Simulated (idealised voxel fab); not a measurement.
This section sets out a process module, namely voxel plated lines.
The cross-section on display is named cut; it measures 265 nm wide, and its cells are 5 nm squares.
Throughout this document, each cross-section is represented as a grid of square cells and is presented as a sequence of bands enumerated from the top downward, where a band comprises one or more rows of cells. This entry defines a band. It first specifies the height of the band's top and the height of its bottom in nm, and then specifies the band's materials from left to right, stating each material with its width in nm. The word "full width" identifies a single material that fills the band from edge to edge, while the word "blank" identifies empty space. Ref level 0: as-received wafer is one material below here. Bottom band extends down with no lower bound ("top 0, no bottom"). A width given as "30->40" starts at the first number in the band's top row and ends at the second number in its bottom row, shifting by an equal amount at every step from row to row. No cell of the cross-section changed in a step that is given as "all unchanged". Under "Catalogued sealed voids" you'll find the enclosed gaps, the ones with no way out to the top, that are 8 cells or bigger; each reads width x height at distance, with distance counted from the left edge, everything in nm. What comes after the settings on a step's line is commentary from the simulator itself on that step. overlay nm: mask offset rightward from planned place, masked step; negative means leftward offset.

[Process steps (planned)]
| 1 | RECEIVE [material Si] |
| 2 | CONFORMAL_DEP [material SiO2] [thk nm 10] |
| 3 | DIRECTIONAL_DEP [material TiN] [thk nm 5] |
| 4 | PATTERN [tone open] [mask id LINES] [material resist] [width nm 30] [pitch nm 50] [thk nm 35] [overlay nm 0] |
| 5 | EPI [material Ru] [thk nm 10] |
| 6 | EPI [material Ru] [thk nm 10] |
| 7 | EPI [material Ru] [thk nm 10] |
| 8 | STRIP [etch materials resist] |
| 9 | DIRECTIONAL_ETCH [etch materials TiN] [depth nm 5] |
| 10 | CONFORMAL_DEP [material SiCN] [thk nm 5] |

[Step 1 complete: cross-section of the wafer as received]
- top 0, no bottom: Si full width
- Catalogued sealed voids: none

[Cross-section, first of two wafers, end of module, run as planned]
- top 50, bottom 45: blank=35 / SiCN=40 / blank=10 / SiCN=40 / blank=10 / SiCN=40 / blank=10 / SiCN=40 / blank=40
- top 45, bottom 15: blank=35 / SiCN=5 / Ru=30 / SiCN=5 / blank=10 / SiCN=5 / Ru=30 / SiCN=5 / blank=10 / SiCN=5 / Ru=30 / SiCN=5 / blank=10 / SiCN=5 / Ru=30 / SiCN=5 / blank=40
- top 15, bottom 10: SiCN=40 / TiN=30 / SiCN=20 / TiN=30 / SiCN=20 / TiN=30 / SiCN=20 / TiN=30 / SiCN=45
- top 10, bottom 0: SiO2 full width
- top 0, no bottom: Si full width
- Catalogued sealed voids: none

[Now the second wafer, cross-sectioned at the end of the module. Nothing different at the start, nothing different in the plan compared with the first, just one mistake when it was actually run]
- top 50, bottom 45: SiCN=45 / blank=20 / SiCN=30 / blank=20 / SiCN=30 / blank=20 / SiCN=30 / blank=20 / SiCN=50
- top 45, bottom 15: Ru=40 / SiCN=5 / blank=20 / SiCN=5 / Ru=20 / SiCN=5 / blank=20 / SiCN=5 / Ru=20 / SiCN=5 / blank=20 / SiCN=5 / Ru=20 / SiCN=5 / blank=20 / SiCN=5 / Ru=45
- top 15, bottom 10: TiN=40 / SiCN=30 / TiN=20 / SiCN=30 / TiN=20 / SiCN=30 / TiN=20 / SiCN=30 / TiN=45
- top 10, bottom 0: SiO2 full width
- top 0, no bottom: Si full width
- Catalogued sealed voids: none
Want to know what went wrong? note that step 4 departed from the planned setting and was carried out as PATTERN [tone cover] [mask id LINES] [material resist] [width nm 30] [pitch nm 50] [thk nm 35] [overlay nm 0]
Final wafer comparison in cells, second versus first, more or fewer per material: 30 more of Ru | 5 more of TiN
